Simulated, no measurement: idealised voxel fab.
This is a process module. Its name is voxel fin reveal.
Cross-section cut: width 245 nm, square cells of 5 nm.
A cross-section is written here as square cells arranged in a grid, and it is given in bands from the top down, each band taking up one or more rows of cells.
The entry gives the band's vertical extent as a top height and a bottom height in nm, then its horizontal make-up as materials from left to right, each with a width in nm. "air" stands for empty space; a single material marked "full width" fills the band edge to edge.
Ref level 0: as-received wafer is one material below here. Bottom band extends down with no lower bound ("0 -> down").
Per-row width for "30..40": begins at first number (top row of band), ends at second number (bottom row), increment between rows held constant.
For the purposes of this document, the phrase "stayed the same" attached to a step denotes that no cell within the cross-section was modified by that step.
So "Voids, sealed" is basically the list of trapped voids: any empty space of 8 cells or more that can't reach the top through an opening. They're written width x height at distance, the distance being from the left edge, and it's all nm.
It should be noted that, on the line of a given step, the content following the step's settings is a remark produced by the simulator itself with respect to that step.
"overlay nm" denotes, for a step that has a mask, the displacement of the mask to the right of its planned place, with negative values corresponding to the left.

Process steps (planned):
| 1 | RECEIVE | material Si |
| 2 | CONFORMAL_DEP | material SiN | thk nm 5 |
| 3 | PATTERN | tone cover | mask id FINS | material resist | width nm 15 | pitch nm 35 | thk nm 20 | overlay nm 0 |
| 4 | DIRECTIONAL_ETCH | etch materials SiN | depth nm 5 |
| 5 | DIRECTIONAL_ETCH | etch materials Si | depth nm 40 |
| 6 | STRIP | etch materials resist |
| 7 | OXIDIZE | depth nm 5 |
| 8 | FILL_DEP | material SiO2 | thk nm 15 |
| 9 | CMP | height nm 5 |
| 10 | SELECTIVE_ETCH | etch materials SiO2 | depth nm 20 |
| 11 | STRIP | etch materials SiN |

This is the cross-section of the wafer as we received it, i.e. after step 1:
0 -> down: Si full width
Voids, sealed: none

Cross-section taken at module completion on the first of two wafers; processed per the plan:
0 -> -15: air (85), then Si (5), then air (30), then Si (5), then air (30), then Si (5), then air (85)
-15 -> -45: SiO2 (85), then Si (5), then SiO2 (30), then Si (5), then SiO2 (30), then Si (5), then SiO2 (85)
-45 -> down: Si full width
Voids, sealed: none

Cross-section of the latter of the two wafers at module completion. It had an identical start and an identical plan to the former; in running it, one mistake was made:
0 -> -15: air (80), then Si (5), then air (30), then Si (5), then air (30), then Si (5), then air (90)
-15 -> -45: SiO2 (80), then Si (5), then SiO2 (30), then Si (5), then SiO2 (30), then Si (5), then SiO2 (90)
-45 -> down: Si full width
Voids, sealed: none
What was done differently from what was planned? the process deviated at step 3: the operation and settings actually run there were PATTERN | tone cover | mask id FINS | material resist | width nm 15 | pitch nm 35 | thk nm 20 | overlay nm -5
So at the finish, the second wafer's got exactly as many cells of each material as the first, just not in the same spots.
